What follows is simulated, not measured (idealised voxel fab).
process module | voxel trench capacitor
cross-section cut | 225 nm wide | cells 5 nm
A cross-section is a grid of square cells, given in bands from the top down. A band is one or more rows of cells.
Each band's line starts with the height of the band's top and of its bottom, in nm. Then come its materials from left to right, each with its width in nm. One material with "throughout" fills the band from edge to edge. "air" is empty space.
Height 0 is the level under which the wafer as received is all one material. The lowest band goes on downwards, as in "0 down".
A width such as "30 to 40" changes by the same amount from each row of cells to the next, from the band's top row to its bottom row.
"no change" after a step means that no cell of the cross-section changed.
closed voids: empty space of 8 cells or more with no open way to the top, each as width x height at its distance from the left edge, in nm
after a step's settings: what the simulator itself notes on the step
overlay nm, on a step with a mask: how far to the right of its planned place the mask lay; to the left if negative
plan
1 op RECEIVE | material Si
2 op CONFORMAL_DEP | material SiN | thk nm 10
3 op MASKED_ETCH | tone open | mask id TRENCH | width nm 20 | pitch nm 45 | etch materials SiN | depth nm 10 | overlay nm 0
4 op MASKED_ETCH | tone open | mask id TRENCH | width nm 20 | pitch nm 45 | etch materials Si | depth nm 25 | overlay nm 0
5 op CONFORMAL_DEP | material SiO2 | thk nm 5
6 op FILL_DEP | material polySi | thk nm 5
7 op CMP | height nm 10
first wafer, as planned
as received, after step 1
  0 down: Si throughout
  closed voids: none
after step 2
  10 to 0: SiN throughout
  below 0: unchanged
after step 3
  10 to 0: SiN 55 | air 20 | SiN 25 | air 20 | SiN 25 | air 20 | SiN 60
  below 0: unchanged
after step 4
  10 to 0: SiN 55 | air 20 | SiN 25 | air 20 | SiN 25 | air 20 | SiN 60
  0 to -25: Si 55 | air 20 | Si 25 | air 20 | Si 25 | air 20 | Si 60
  below -25: unchanged
after step 5
  15 to 10: SiO2 60 | air 10 | SiO2 35 | air 10 | SiO2 35 | air 10 | SiO2 65
  10 to 0: SiN 55 | SiO2 5 | air 10 | SiO2 5 | SiN 25 | SiO2 5 | air 10 | SiO2 5 | SiN 25 | SiO2 5 | air 10 | SiO2 5 | SiN 60
  0 to -20: Si 55 | SiO2 5 | air 10 | SiO2 5 | Si 25 | SiO2 5 | air 10 | SiO2 5 | Si 25 | SiO2 5 | air 10 | SiO2 5 | Si 60
  -20 to -25: Si 55 | SiO2 20 | Si 25 | SiO2 20 | Si 25 | SiO2 20 | Si 60
  below -25: unchanged
after step 6
  20 to 15: polySi throughout
  15 to 10: SiO2 60 | polySi 10 | SiO2 35 | polySi 10 | SiO2 35 | polySi 10 | SiO2 65
  10 to 0: SiN 55 | SiO2 5 | polySi 10 | SiO2 5 | SiN 25 | SiO2 5 | polySi 10 | SiO2 5 | SiN 25 | SiO2 5 | polySi 10 | SiO2 5 | SiN 60
  0 to -20: Si 55 | SiO2 5 | polySi 10 | SiO2 5 | Si 25 | SiO2 5 | polySi 10 | SiO2 5 | Si 25 | SiO2 5 | polySi 10 | SiO2 5 | Si 60
  below -20: unchanged
after step 7
  10 to 0: SiN 55 | SiO2 5 | polySi 10 | SiO2 5 | SiN 25 | SiO2 5 | polySi 10 | SiO2 5 | SiN 25 | SiO2 5 | polySi 10 | SiO2 5 | SiN 60
  below 0: unchanged
second wafer: like start, like plan, one mistake. Through step 3 it matches the first wafer
when step 4 should have ended
  10 to 0: SiN 55 | air 20 | SiN 25 | air 20 | SiN 25 | air 20 | SiN 60
  0 to -50: Si 55 | air 20 | Si 25 | air 20 | Si 25 | air 20 | Si 60
  below -50: unchanged
when step 5 should have ended
  15 to 10: SiO2 60 | air 10 | SiO2 35 | air 10 | SiO2 35 | air 10 | SiO2 65
  10 to 0: SiN 55 | SiO2 5 | air 10 | SiO2 5 | SiN 25 | SiO2 5 | air 10 | SiO2 5 | SiN 25 | SiO2 5 | air 10 | SiO2 5 | SiN 60
  0 to -45: Si 55 | SiO2 5 | air 10 | SiO2 5 | Si 25 | SiO2 5 | air 10 | SiO2 5 | Si 25 | SiO2 5 | air 10 | SiO2 5 | Si 60
  -45 to -50: Si 55 | SiO2 20 | Si 25 | SiO2 20 | Si 25 | SiO2 20 | Si 60
  below -50: unchanged
when step 6 should have ended
  20 to 15: polySi throughout
  15 to 10: SiO2 60 | polySi 10 | SiO2 35 | polySi 10 | SiO2 35 | polySi 10 | SiO2 65
  10 to 0: SiN 55 | SiO2 5 | polySi 10 | SiO2 5 | SiN 25 | SiO2 5 | polySi 10 | SiO2 5 | SiN 25 | SiO2 5 | polySi 10 | SiO2 5 | SiN 60
  0 to -45: Si 55 | SiO2 5 | polySi 10 | SiO2 5 | Si 25 | SiO2 5 | polySi 10 | SiO2 5 | Si 25 | SiO2 5 | polySi 10 | SiO2 5 | Si 60
  below -45: unchanged
when step 7 should have ended
  10 to 0: SiN 55 | SiO2 5 | polySi 10 | SiO2 5 | SiN 25 | SiO2 5 | polySi 10 | SiO2 5 | SiN 25 | SiO2 5 | polySi 10 | SiO2 5 | SiN 60
  below 0: unchanged
what went wrong: step 4 was run twice
at the end the second wafer has, in cells: 60 fewer of Si | 30 more of SiO2 | 30 more of polySi
